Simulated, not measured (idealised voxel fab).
Herein follows the process module entitled voxel ribs on slabs.
260 nm wide, 5 nm square cells: that's cross-section cut.
Think of the cross-section as a grid of square cells. We describe it in bands, top to bottom, and each band covers one or more rows of those cells.
The band entry comprises the height of the band's top followed by the height of its bottom, expressed in nm, and subsequently the band's materials from left to right, each stated together with its width in nm. Where a single material is marked with the word "full width", that material fills the band from edge to edge. The word "air" represents empty space.
Basically, 0 is our baseline, since under it the wafer straight out of the box is all one material. The bottom band has no lower end and keeps on going down, so it looks like "0 down".
Top row gets the first number, bottom row gets the second, and each row in between changes by the same step: that is how a band width like "30->40" works.
Key: "identical to before" - step with no changed cell in the cross-section.
Sealed voids: empty space of 8 cells or more with no open way to the top, each as width x height at its distance from the left edge, in nm
Where a step's line continues beyond its settings, the continuation is a remark by the simulator itself on that step.
The "overlay nm" setting may appear on a step's line; for a step that uses a mask, it gives how far to the right of its planned position the mask lay, and a negative value indicates the left.
# Listed below are the process steps as planned
1) RECEIVE [material Si]
2) DIRECTIONAL_DEP [material SiO2] [thk nm 25]
3) DIRECTIONAL_DEP [material polySi] [thk nm 25]
4) MASKED_ETCH [tone cover] [mask id RIB] [width nm 25] [etch materials polySi] [depth nm 20] [overlay nm 0]
5) PATTERN [tone cover] [mask id SLAB] [material resist] [width nm 65] [thk nm 20] [overlay nm 0]
6) DIRECTIONAL_ETCH [etch materials polySi] [depth nm 5]
7) STRIP [etch materials resist]
8) FILL_DEP [material SiO2] [thk nm 30]
9) CMP [height nm 70]
10) DIRECTIONAL_DEP [material TiN] [thk nm 5]
11) DIRECTIONAL_DEP [material aC] [thk nm 15]
12) PATTERN [tone cover] [mask id HEATER] [material resist] [width nm 35] [thk nm 35] [overlay nm 0]
13) DIRECTIONAL_ETCH [etch materials aC] [depth nm 15]
14) STRIP [etch materials resist]
15) DIRECTIONAL_ETCH [etch materials TiN] [depth nm 5]
16) STRIP [etch materials aC]
17) CONFORMAL_DEP [material SiO2] [thk nm 10]
# As received (post step 1): cross-section
> 0 down = Si full width
> Sealed voids: none
# a wafer at the end: this start, this plan, one mistake
> 85 to 80 = air (100) | SiO2 (55) | air (105)
> 80 to 75 = SiO2 full width
> 75 to 70 = SiO2 (110) | TiN (35) | SiO2 (115)
> 70 to 25 = SiO2 full width
> 25 to 0 = polySi full width
> 0 down = Si full width
> Sealed voids: none
Against the plan, the run slipped here: steps 2 and 3 got flipped, so each one ran where the other should have
